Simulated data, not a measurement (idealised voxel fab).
Process module in this document: voxel plated lines
Pictured: cross-section cut, 295 nm wide, on a grid of 5 nm square cells.
Cross-sections here: square-cell grids, written as top-down lists of bands, a band being one or more rows of cells.
Heads up on the band format: heights come first, top then bottom, in nm. After that it's the materials left to right, each with its width in nm. A single material flagged "full width" fills the whole band edge to edge, and "blank" means there's empty space there.
A quick word on heights: they are counted from 0, and under that level the wafer as it came to us is one material throughout. The lowest band is different from the rest in having no bottom; it simply continues downward, written as in "from 0 down".
So if you see something like "30..40" for the width, read it as the top row of the band sitting at the first number and the bottom row at the second, with every row in between moving by the same amount as the last.
For the purposes of this document, the phrase "stayed the same" attached to a step denotes that no cell within the cross-section was modified by that step.
"Completely sealed voids" lists enclosed empty spaces (at least 8 cells, no open path upward to the top), each as width x height at distance from the left edge, in nm.
after a step's settings: what the simulator itself notes on the step
Steps that use a mask can have "overlay nm" on their line. It says how far the mask sat to the right of where it was meant to be. Negative means to the left.

The planned process steps are enumerated hereunder:
1. RECEIVE, material Si
2. CONFORMAL_DEP, material Al2O3, thk nm 10
3. DIRECTIONAL_DEP, material TiN, thk nm 5
4. PATTERN, tone open, mask id LINES, material resist, width nm 30, pitch nm 60, thk nm 20, overlay nm 0
5. EPI, material Ru, thk nm 10
6. STRIP, etch materials resist
7. DIRECTIONAL_ETCH, etch materials TiN, depth nm 5
8. CONFORMAL_DEP, material SiN, thk nm 10

Account of the first of two wafers, which was processed as intended:

As received (post step 1): cross-section:
	from 0 down = Si full width
	Completely sealed voids: none

So this is the wafer cross-section right after step 2:
	from 10 to 0 = Al2O3 full width
	Under 0: no change, same as before.

So this is the wafer cross-section right after step 3:
	from 15 to 10 = TiN full width
	Under 10: no change, same as before.

So this is the wafer cross-section right after step 4:
	from 35 to 15 = resist=70 / blank=30 / resist=30 / blank=30 / resist=30 / blank=30 / resist=75
	Under 15: no change, same as before.

So this is the wafer cross-section right after step 5:
	from 35 to 25 = resist=70 / blank=30 / resist=30 / blank=30 / resist=30 / blank=30 / resist=75
	from 25 to 15 = resist=70 / Ru=30 / resist=30 / Ru=30 / resist=30 / Ru=30 / resist=75
	Under 15: no change, same as before.

So this is the wafer cross-section right after step 6:
	from 25 to 15 = blank=70 / Ru=30 / blank=30 / Ru=30 / blank=30 / Ru=30 / blank=75
	Under 15: no change, same as before.

So this is the wafer cross-section right after step 7:
	from 25 to 15 = blank=70 / Ru=30 / blank=30 / Ru=30 / blank=30 / Ru=30 / blank=75
	from 15 to 10 = blank=70 / TiN=30 / blank=30 / TiN=30 / blank=30 / TiN=30 / blank=75
	Under 10: no change, same as before.

So this is the wafer cross-section right after step 8:
	from 35 to 25 = blank=60 / SiN=50 / blank=10 / SiN=50 / blank=10 / SiN=50 / blank=65
	from 25 to 20 = blank=60 / SiN=10 / Ru=30 / SiN=10 / blank=10 / SiN=10 / Ru=30 / SiN=10 / blank=10 / SiN=10 / Ru=30 / SiN=10 / blank=65
	from 20 to 15 = SiN=70 / Ru=30 / SiN=30 / Ru=30 / SiN=30 / Ru=30 / SiN=75
	from 15 to 10 = SiN=70 / TiN=30 / SiN=30 / TiN=30 / SiN=30 / TiN=30 / SiN=75
	Under 10: no change, same as before.

What follows concerns the second wafer, which started out like the first and was meant to follow the very same plan; one mistake crept in when it was run, but everything up to and including step 3 is the same as for the first wafer:

The second wafer cut through, at the time step 4 was supposed to be finished:
	from 35 to 15 = resist=65 / blank=40 / resist=20 / blank=40 / resist=20 / blank=40 / resist=70
	Under 15: no change, same as before.

The second wafer cut through, at the time step 5 was supposed to be finished:
	from 35 to 25 = resist=65 / blank=40 / resist=20 / blank=40 / resist=20 / blank=40 / resist=70
	from 25 to 15 = resist=65 / Ru=40 / resist=20 / Ru=40 / resist=20 / Ru=40 / resist=70
	Under 15: no change, same as before.

The second wafer cut through, at the time step 6 was supposed to be finished:
	from 25 to 15 = blank=65 / Ru=40 / blank=20 / Ru=40 / blank=20 / Ru=40 / blank=70
	Under 15: no change, same as before.

The second wafer cut through, at the time step 7 was supposed to be finished:
	from 25 to 15 = blank=65 / Ru=40 / blank=20 / Ru=40 / blank=20 / Ru=40 / blank=70
	from 15 to 10 = blank=65 / TiN=40 / blank=20 / TiN=40 / blank=20 / TiN=40 / blank=70
	Under 10: no change, same as before.

The second wafer cut through, at the time step 8 was supposed to be finished:
	from 35 to 25 = blank=55 / SiN=180 / blank=60
	from 25 to 20 = blank=55 / SiN=10 / Ru=40 / SiN=20 / Ru=40 / SiN=20 / Ru=40 / SiN=10 / blank=60
	from 20 to 15 = SiN=65 / Ru=40 / SiN=20 / Ru=40 / SiN=20 / Ru=40 / SiN=70
	from 15 to 10 = SiN=65 / TiN=40 / SiN=20 / TiN=40 / SiN=20 / TiN=40 / SiN=70
	Under 10: no change, same as before.
So what did we get wrong on this run? step 4 was processed under conditions differing from the plan, specifically as PATTERN, tone open, mask id LINES, material resist, width nm 40, pitch nm 60, thk nm 20, overlay nm 0
Wrapping up, a cell-based count of both wafers puts the second over or under the first for these materials: Ru +12 | TiN +6
